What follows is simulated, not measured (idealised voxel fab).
Herein follows the process module entitled voxel ribs on slabs.
In the cross-section labelled cut, the width is 170 nm and each square cell is 5 nm.
Each cross-section below is a grid of square cells, stated as bands in top-down order, with one or more rows of cells making up each band.
It is stipulated that each band's entry specify, in nanometres, the height of the top of the band and then that of its bottom, followed by the materials of the band in left-to-right sequence, each together with its width in nanometres. A single material marked by the word "everywhere" is understood to fill the band from edge to edge; the word "empty" is understood to denote empty space.
Heights from 0 (as-received wafer is one material below). Bottom band endless downward, as "0..down".
Per-row width for "30..40": begins at first number (top row of band), ends at second number (bottom row), increment between rows held constant.
When a step is marked "nothing changed", none of the cells in the cross-section changed during that step.
"Internal closed voids": empty spaces of 8 cells or more with no open way to the top, each given as width x height at distance, distance from the left edge, all in nm.
Formally, on a step line, whatever follows the settings is a remark that the simulator itself makes on the step.
overlay nm: mask offset rightward from planned place, masked step; negative means leftward offset.

[plan]
step 1: RECEIVE [material Si]
step 2: DIRECTIONAL_DEP [material SiO2] [thk nm 30]
step 3: DIRECTIONAL_DEP [material polySi] [thk nm 15]
step 4: PATTERN [tone cover] [mask id RIB] [material resist] [width nm 25] [thk nm 20] [overlay nm 0]
step 5: DIRECTIONAL_ETCH [etch materials polySi] [depth nm 5]
step 6: STRIP [etch materials resist]
step 7: DIRECTIONAL_DEP [material aC] [thk nm 15]
step 8: PATTERN [tone cover] [mask id SLAB] [material resist] [width nm 65] [thk nm 35] [overlay nm 0]
step 9: DIRECTIONAL_ETCH [etch materials aC] [depth nm 15]
step 10: STRIP [etch materials resist]
step 11: DIRECTIONAL_ETCH [etch materials polySi] [depth nm 10]
step 12: STRIP [etch materials aC]
step 13: FILL_DEP [material SiO2] [thk nm 25]
step 14: CMP [height nm 60]
step 15: DIRECTIONAL_DEP [material W] [thk nm 5]
step 16: DIRECTIONAL_DEP [material aC] [thk nm 10]
step 17: PATTERN [tone cover] [mask id HEATER] [material resist] [width nm 35] [thk nm 30] [overlay nm 0]
step 18: DIRECTIONAL_ETCH [etch materials aC] [depth nm 10]
step 19: STRIP [etch materials resist]
step 20: DIRECTIONAL_ETCH [etch materials W] [depth nm 5]
step 21: STRIP [etch materials aC]
step 22: CONFORMAL_DEP [material SiN] [thk nm 5]

[Wafer at receipt (post step 1), cross-section]
    0..down: Si everywhere
    Internal closed voids: none

[Cross-section at module end, one run error; start and plan unchanged from above]
    80..75: empty (50), SiN (65), empty (55)
    75..65: SiN everywhere
    65..60: SiN (65), W (35), SiN (70)
    60..45: SiO2 everywhere
    45..40: SiO2 (70), polySi (25), SiO2 (75)
    40..30: SiO2 (50), polySi (65), SiO2 (55)
    30..0: SiO2 everywhere
    0..down: Si everywhere
    Internal closed voids: none
What was done differently from what was planned? step 22 was run on a setting that differed from the plan, and what really ran there is CONFORMAL_DEP [material SiN] [thk nm 15]
